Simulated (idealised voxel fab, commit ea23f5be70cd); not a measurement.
Documented hereafter: the process module known as voxel self aligned contacts.
Xsec cut, 215 nm wide, square cell size 5 nm.
Notation: cross-section as square-cell grid; stated in bands, top first, going down; one or more cell rows per band. Read a band's entry like this: the first values are the height of its top and the height of its bottom in nm, and what follows is the sequence of materials from left to right, each with its width in nm. Note that "empty" is empty space, and that a single material marked "everywhere" reaches across the band from edge to edge. The level at which height equals 0 is the one under which the wafer, as it arrives, is entirely one material. No lower edge exists for the bottom band, which continues downward and is notated as in "z 0 and below". The notation "30 to 40" denotes a width that varies across the rows of cells in the band, beginning at the first number in the top row, finishing at the second number in the bottom row, and changing by an identical amount from each row to the next. Any step labelled "no change" changed none of the cells in the cross-section. What "Sealed cavities" gives you is every empty space of 8 cells or more that is cut off from the top. Each appears as width x height at distance, with the distance taken from the left edge and width, height and distance all in nm. Step line, after settings: the simulator's comment on this step. overlay nm: where the mask lay relative to plan, measured to the right, on steps with a mask; negatives go left.
-- Process steps (planned)
1) RECEIVE: material Si
2) CONFORMAL_DEP: material SiO2, thk nm 5
3) DIRECTIONAL_DEP: material polySi, thk nm 20
4) DIRECTIONAL_DEP: material SiN, thk nm 25
5) PATTERN: tone cover, mask id GATE, material resist, width nm 35, pitch nm 75, thk nm 15, overlay nm 0
6) DIRECTIONAL_ETCH: etch materials SiN, depth nm 25
7) DIRECTIONAL_ETCH: etch materials polySi, depth nm 20
8) STRIP: etch materials resist
9) CONFORMAL_DEP: material SiN, thk nm 10
10) DIRECTIONAL_ETCH: etch materials SiN, depth nm 10
11) FILL_DEP: material SiO2, thk nm 20
12) CMP: height nm 60
13) DIRECTIONAL_DEP: material aC, thk nm 10
14) PATTERN: tone open, mask id CONTACT, material resist, width nm 50, pitch nm 75, thk nm 25, overlay nm 0
15) DIRECTIONAL_ETCH: etch materials aC, depth nm 10
16) STRIP: etch materials resist
17) DIRECTIONAL_ETCH: etch materials SiO2, depth nm 60
18) STRIP: etch materials aC
19) CONFORMAL_DEP: material TiN, thk nm 5
20) FILL_DEP: material Ru, thk nm 10
21) CMP: height nm 60
22) CONFORMAL_DEP: material SiCN, thk nm 5
-- Cross-section of the incoming wafer, state after step 1
	z 0 and below  Si everywhere
	Sealed cavities: none
-- Look at the cross-section after the module: the wafer started out the way shown above and the plan was the one shown above, yet one mistake was made along the way
	z 65 to 60  SiCN everywhere
	z 60 to 45  45 SiO2; 5 TiN; 40 Ru; 5 TiN; 25 SiO2; 5 TiN; 40 Ru; 5 TiN; 45 SiO2
	z 45 to 40  45 SiO2; 10 TiN; 30 Ru; 10 TiN; 25 SiO2; 10 TiN; 30 Ru; 10 TiN; 45 SiO2
	z 40 to 25  15 SiO2; 35 SiN; 5 TiN; 30 Ru; 5 TiN; 35 SiN; 5 TiN; 30 Ru; 5 TiN; 35 SiN; 15 SiO2
	z 25 to 5  15 SiO2; 35 polySi; 5 TiN; 30 Ru; 5 TiN; 35 polySi; 5 TiN; 30 Ru; 5 TiN; 35 polySi; 15 SiO2
	z 5 to 0  50 SiO2; 40 TiN; 35 SiO2; 40 TiN; 50 SiO2
	z 0 and below  Si everywhere
	Sealed cavities: none
What went wrong in running the wafer? step 9 of the plan was jumped over and never run
